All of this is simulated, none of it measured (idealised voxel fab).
process module | voxel fin reveal
cross-section cut | 190 nm wide | cells 5 nm
A cross-section is a grid of square cells, given in bands from the top down. A band is one or more rows of cells.
Each band's line starts with the height of the band's top and of its bottom, in nm. Then come its materials from left to right, each with its width in nm. One material with "throughout" fills the band from edge to edge. "air" is empty space.
Height 0 is the level under which the wafer as received is all one material. The lowest band goes on downwards, as in "0 down".
A width such as "30 to 40" changes by the same amount from each row of cells to the next, from the band's top row to its bottom row.
"no change" after a step means that no cell of the cross-section changed.
closed voids: empty space of 8 cells or more with no open way to the top, each as width x height at its distance from the left edge, in nm
after a step's settings: what the simulator itself notes on the step
overlay nm, on a step with a mask: how far to the right of its planned place the mask lay; to the left if negative
plan
1 op RECEIVE | material Si
2 op CONFORMAL_DEP | material SiN | thk nm 5
3 op PATTERN | tone cover | mask id FINS | material resist | width nm 15 | pitch nm 45 | thk nm 20 | overlay nm 0
4 op DIRECTIONAL_ETCH | etch materials SiN | depth nm 5
5 op DIRECTIONAL_ETCH | etch materials Si | depth nm 35
6 op STRIP | etch materials resist
7 op OXIDIZE | depth nm 5
8 op FILL_DEP | material SiO2 | thk nm 5
9 op CMP | height nm 5
10 op SELECTIVE_ETCH | etch materials SiO2 | depth nm 15
11 op STRIP | etch materials SiN
12 op CONFORMAL_DEP | material SiO2 | thk nm 5
as received, after step 1
  0 down: Si throughout
  closed voids: none
a wafer at the end: this start, this plan, one mistake
  5 to 0: SiO2 20 | air 15 | SiO2 30 | air 15 | SiO2 30 | air 15 | SiO2 30 | air 15 | SiO2 20
  0 to -5: Si 15 | SiO2 5 | air 15 | SiO2 5 | Si 20 | SiO2 5 | air 15 | SiO2 5 | Si 20 | SiO2 5 | air 15 | SiO2 5 | Si 20 | SiO2 5 | air 15 | SiO2 5 | Si 15
  -5 to -40: Si 15 | SiO2 25 | Si 20 | SiO2 25 | Si 20 | SiO2 25 | Si 20 | SiO2 25 | Si 15
  -40 down: Si throughout
  closed voids: none
what went wrong: step 3 ran as: op PATTERN | tone open | mask id FINS | material resist | width nm 15 | pitch nm 45 | thk nm 20 | overlay nm 0
